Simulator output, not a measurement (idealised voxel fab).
Process module name: voxel spacer lines
It is cross-section cut that appears here, measuring 225 nm in width, its square cells being 5 nm in size.
Notation: cross-section as square-cell grid; stated in bands, top first, going down; one or more cell rows per band. This entry defines a band. It first specifies the height of the band's top and the height of its bottom in nm, and then specifies the band's materials from left to right, stating each material with its width in nm. The word "all across" identifies a single material that fills the band from edge to edge, while the word "blank" identifies empty space. Basically, 0 is our baseline, since under it the wafer straight out of the box is all one material. The bottom band has no lower end and keeps on going down, so it looks like "0 down". Width spec "30..40" -> top row of cells at first value, bottom row at second value, equal per-row change in between. Key: "nothing got changed" - step with no changed cell in the cross-section. Under "Enclosed void listing" you'll find the enclosed gaps, the ones with no way out to the top, that are 8 cells or bigger; each reads width x height at distance, with distance counted from the left edge, everything in nm. What comes after the settings on a step's line is commentary from the simulator itself on that step. overlay nm: for a step with a mask, the amount by which the mask lay right of where it was planned; a negative amount means left of it. Heads up before you read on: it's before/after pairs around one process step each, after side only down to the lowest band that changed, step plus settings under the pair. Pairs can be from different runs of this module, same starting wafer, so only chain a pair onto the one above if its "Pre-process cross-section" entry says so.
Pre-process cross-section
- 50 to 25 | aC all across
- 25 to 10 | W all across
- 10 to 0 | Al2O3 all across
- 0 down | Si all across
- Enclosed void listing: none
Resultant Cross-Section
- 80 to 50 | resist: 20; blank: 25; resist: 55; blank: 25; resist: 55; blank: 25; resist: 20
- Whatever lies below 50 is exactly as it was before.
- Enclosed void listing: none
Between the two cross-sections shown above lies op PATTERN | tone open | mask id MANDREL | material resist | width nm 25 | pitch nm 80 | thk nm 30 | overlay nm 0
Pre-process cross-section: The prior state of this step coincides with the post-step cross-section of the pair just above.
Resultant Cross-Section
- 55 to 50 | resist: 20; blank: 25; resist: 55; blank: 25; resist: 55; blank: 25; resist: 20
- 50 to 25 | aC: 20; blank: 25; aC: 55; blank: 25; aC: 55; blank: 25; aC: 20
- Whatever lies below 25 is exactly as it was before.
- Enclosed void listing: none
Between the two cross-sections shown above lies op DIRECTIONAL_ETCH | etch materials aC | depth nm 25
Pre-process cross-section: The prior state of this step coincides with the post-step cross-section of the pair just above.
Resultant Cross-Section
- 50 to 25 | aC: 20; blank: 25; aC: 55; blank: 25; aC: 55; blank: 25; aC: 20
- Whatever lies below 25 is exactly as it was before.
- Enclosed void listing: none
Between the two cross-sections shown above lies op STRIP | etch materials resist
Pre-process cross-section: The prior state of this step coincides with the post-step cross-section of the pair just above.
Resultant Cross-Section
- 65 to 50 | SiO2 all across
- 50 to 25 | aC: 20; SiO2: 25; aC: 55; SiO2: 25; aC: 55; SiO2: 25; aC: 20
- Whatever lies below 25 is exactly as it was before.
- Enclosed void listing: none
Between the two cross-sections shown above lies op CONFORMAL_DEP | material SiO2 | thk nm 15
Pre-process cross-section: The prior state of this step coincides with the post-step cross-section of the pair just above.
Resultant Cross-Section
- 50 to 25 | aC: 20; SiO2: 25; aC: 55; SiO2: 25; aC: 55; SiO2: 25; aC: 20
- Whatever lies below 25 is exactly as it was before.
- Enclosed void listing: none
Between the two cross-sections shown above lies op DIRECTIONAL_ETCH | etch materials SiO2 | depth nm 15
Pre-process cross-section: The prior state of this step coincides with the post-step cross-section of the pair just above.
Resultant Cross-Section
- 50 to 25 | blank: 20; SiO2: 25; blank: 55; SiO2: 25; blank: 55; SiO2: 25; blank: 20
- Whatever lies below 25 is exactly as it was before.
- Enclosed void listing: none
Between the two cross-sections shown above lies op STRIP | etch materials aC
Pre-process cross-section: The prior state of this step coincides with the post-step cross-section of the pair just above.
Resultant Cross-Section
- 50 to 25 | blank: 20; SiO2: 25; blank: 55; SiO2: 25; blank: 55; SiO2: 25; blank: 20
- 25 to 10 | blank: 20; W: 25; blank: 55; W: 25; blank: 55; W: 25; blank: 20
- Whatever lies below 10 is exactly as it was before.
- Enclosed void listing: none
Between the two cross-sections shown above lies op DIRECTIONAL_ETCH | etch materials W | depth nm 15
Pre-process cross-section: The prior state of this step coincides with the post-step cross-section of the pair just above.
Resultant Cross-Section
- 25 to 10 | blank: 20; W: 25; blank: 55; W: 25; blank: 55; W: 25; blank: 20
- Whatever lies below 10 is exactly as it was before.
- Enclosed void listing: none
Between the two cross-sections shown above lies op STRIP | etch materials SiO2
